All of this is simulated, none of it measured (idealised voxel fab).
The process module that follows is named voxel tone inversion.
Square cells of 5 nm make up the cross-section cut, whose width is 190 nm.
We lay out every cross-section as a grid of square cells and spell it out in bands from the top down, where one band means one or more rows of cells.
Top, bottom (nm), then materials left to right with widths (nm); lone material tagged "all across" fills the whole band edge to edge; "air" = empty space.
Where do heights start? At 0: under that level the wafer as delivered is made of one material only. And the lowest band has no floor; it just carries on downward, as in "0..down".
Quick explanation for "30..40": the width changes in equal steps down the rows of cells, from the first number in the band's top row to the second number in its bottom row.
"same as before" means the step left every cell of the cross-section as it was.
You'll see "Voids lacking openings" listing empty spaces that have no way open to the top, as long as they're 8 cells or more; the notation is width x height at distance, where the distance is from the left edge, and all of it is in nm.
The remark found on a step's line after its settings is issued by the simulator itself and pertains to that step.
A step's line can hold "overlay nm"; with a mask on that step, the setting says how far right of the planned place the mask lay, while a negative setting says it lay to the left.

[Here's what the planned process steps look like]
step 1: RECEIVE,material Si
step 2: CONFORMAL_DEP,material SiN,thk nm 10
step 3: DIRECTIONAL_DEP,material polySi,thk nm 25
step 4: PATTERN,tone cover,mask id POSTS,material resist,width nm 15,pitch nm 30,thk nm 30,overlay nm 0
step 5: DIRECTIONAL_ETCH,etch materials polySi,depth nm 25
step 6: STRIP,etch materials resist
step 7: FILL_DEP,material SiO2,thk nm 10
step 8: CMP,height nm 35
step 9: STRIP,etch materials polySi
step 10: CONFORMAL_DEP,material TiN,thk nm 5
step 11: FILL_DEP,material W,thk nm 5
step 12: CMP,height nm 35
step 13: CONFORMAL_DEP,material SiN,thk nm 5

[Cross-section: wafer on arrival = after step 1]
	0..down = Si all across
	Voids lacking openings: none

[First of two wafers, end-of-module section, run followed plan]
	40..35 = SiN all across
	35..15 = SiO2=55, then TiN=5, then W=5, then TiN=5, then SiO2=15, then TiN=5, then W=5, then TiN=5, then SiO2=15, then TiN=5, then W=5, then TiN=5, then SiO2=60
	15..10 = SiO2=55, then TiN=15, then SiO2=15, then TiN=15, then SiO2=15, then TiN=15, then SiO2=60
	10..0 = SiN all across
	0..down = Si all across
	Voids lacking openings: none

[second wafer at the end: like start, like plan, one mistake]
	40..35 = SiN all across
	35..25 = SiO2 all across
	25..10 = SiO2=55, then polySi=15, then SiO2=15, then polySi=15, then SiO2=15, then polySi=15, then SiO2=60
	10..0 = SiN all across
	0..down = Si all across
	Voids lacking openings: none
Which mistake was made when the wafer was run? step 3 deviated from plan and actually ran as DIRECTIONAL_DEP,material polySi,thk nm 15
Count the cells at the end and the second wafer has more or fewer of some materials than the first: 18 more of SiO2, 33 fewer of TiN, 12 fewer of W, 27 more of polySi
